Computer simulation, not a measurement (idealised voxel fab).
Presented below is a process module, voxel self aligned contacts.
Cross-section cut: width 185 nm, square cells of 5 nm.
Heads up, the way a cross-section reads in here is a grid of square cells, handed over as bands from the top down, with every band being one or more rows of cells.
The entry gives the band's vertical extent as a top height and a bottom height in nm, then its horizontal make-up as materials from left to right, each with a width in nm. "empty" stands for empty space; a single material marked "all across" fills the band edge to edge.
A quick word on heights: they are counted from 0, and under that level the wafer as it came to us is one material throughout. The lowest band is different from the rest in having no bottom; it simply continues downward, written as in "z 0 and below".
The width entry "30->40" should be interpreted row by row: the top row of cells in the band takes the first number, the bottom row takes the second number, and the change between adjacent rows is uniform throughout.
"no alteration" for a step: no cell of the cross-section changed in that step.
Heads up: "Completely enclosed voids" only lists the empty pockets with no open path to the top that are 8 cells or more, and it writes them as width x height at distance, distance from the left edge, in nm.
Heads up: the bit after the settings on a step's line is the simulator's remark on that step.
"overlay nm" denotes, for a step that has a mask, the displacement of the mask to the right of its planned place, with negative values corresponding to the left.

**Set out below are the planned steps of the process**
1. RECEIVE,material Si
2. OXIDIZE,depth nm 5
3. DIRECTIONAL_DEP,material polySi,thk nm 30
4. DIRECTIONAL_DEP,material SiN,thk nm 15
5. PATTERN,tone cover,mask id GATE,material resist,width nm 25,pitch nm 50,thk nm 15,overlay nm 0
6. DIRECTIONAL_ETCH,etch materials SiN,depth nm 15
7. DIRECTIONAL_ETCH,etch materials polySi,depth nm 30
8. STRIP,etch materials resist
9. CONFORMAL_DEP,material SiN,thk nm 5
10. DIRECTIONAL_ETCH,etch materials SiN,depth nm 5
11. FILL_DEP,material SiO2,thk nm 15
12. CMP,height nm 50
13. MASKED_ETCH,tone open,mask id CONTACT,width nm 35,etch materials SiO2,depth nm 55,overlay nm 0
14. CONFORMAL_DEP,material TiN,thk nm 5
15. FILL_DEP,material W,thk nm 5
16. CMP,height nm 50
17. CONFORMAL_DEP,material SiCN,thk nm 5

**Here's what the wafer looked like in cross-section when it arrived - that's after step 1**
* z 0 and below  Si all across
* Completely enclosed voids: none

**Post-module cross-section: identical start and plan to those above, one misstep in execution**
* z 55 to 50  SiCN all across
* z 50 to 45  75 SiO2 / 15 TiN / 5 W / 15 TiN / 75 SiO2
* z 45 to 20  50 SiO2 / 5 SiN / 25 polySi / 5 SiN / 5 TiN / 5 W / 5 TiN / 5 SiN / 25 polySi / 5 SiN / 50 SiO2
* z 20 to 15  50 SiO2 / 5 SiN / 25 polySi / 5 SiN / 15 TiN / 5 SiN / 25 polySi / 5 SiN / 50 SiO2
* z 15 to 0  SiN all across
* z 0 to -5  SiO2 all across
* z -5 and below  Si all across
* Completely enclosed voids: none
Where did the run depart from the plan? it was found that steps 3 and 4 of the process plan had been performed in exchanged positions
